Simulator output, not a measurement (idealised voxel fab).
Process module in this document: voxel released beams
This is section cut - it's 155 nm across, gridded in 5 nm square cells.
Cross-sections here: square-cell grids, written as top-down lists of bands, a band being one or more rows of cells. Each band's line starts with the height of the band's top and of its bottom, in nm. Then come its materials from left to right, each with its width in nm. One material with "all across" fills the band from edge to edge. "empty" is empty space. Height 0 is the level under which the wafer as received is all one material. The lowest band goes on downwards, as in "0 down". Graded width ("30 to 40"): value in top row of band = first number; value in bottom row = second number; row-to-row change constant. Take "all unchanged" at face value: in the step it is given for, the cross-section changed in none of its cells. Under "Closed-off voids" you'll find the enclosed gaps, the ones with no way out to the top, that are 8 cells or bigger; each reads width x height at distance, with distance counted from the left edge, everything in nm. Whatever follows a step's settings on its line is a remark the simulator itself makes about that step. overlay nm: on a step with a mask, how far right of its planned place the mask lay; negative means left.
Here's what the planned process steps look like:
1) RECEIVE [material Si]
2) CONFORMAL_DEP [material SiN] [thk nm 5]
3) DIRECTIONAL_DEP [material SiO2] [thk nm 15]
4) MASKED_ETCH [tone open] [mask id ANCHOR] [width nm 35] [etch materials SiO2] [depth nm 15] [overlay nm 0]
5) CONFORMAL_DEP [material W] [thk nm 15]
6) DIRECTIONAL_DEP [material aC] [thk nm 15]
7) PATTERN [tone cover] [mask id BEAM] [material resist] [width nm 90] [thk nm 30] [overlay nm 0]
8) DIRECTIONAL_ETCH [etch materials aC] [depth nm 15]
9) STRIP [etch materials resist]
10) DIRECTIONAL_ETCH [etch materials W] [depth nm 15]
11) STRIP [etch materials aC]
12) STRIP [etch materials SiO2]
Be aware that, although all wafers share a common starting state, the thk nm at step 2 differs among them, and the plan displays the first wafer's value.
The first of several wafers in cross-section, exactly as it reached us after step 1:
0 down = Si all across
Closed-off voids: none
Note: the following table is arranged by wafer, a row apiece. Each row reports the end-of-module state: per material, cells gained (+) or cells lost (-) compared with the wafer as received; closed voids follow:
thk nm 5, +31 SiN, +72 W, Closed-off voids: none
thk nm 10, +62 SiN, +72 W, Closed-off voids: none
thk nm 15, +93 SiN, +72 W, Closed-off voids: none
thk nm 20, +124 SiN, +72 W, Closed-off voids: none
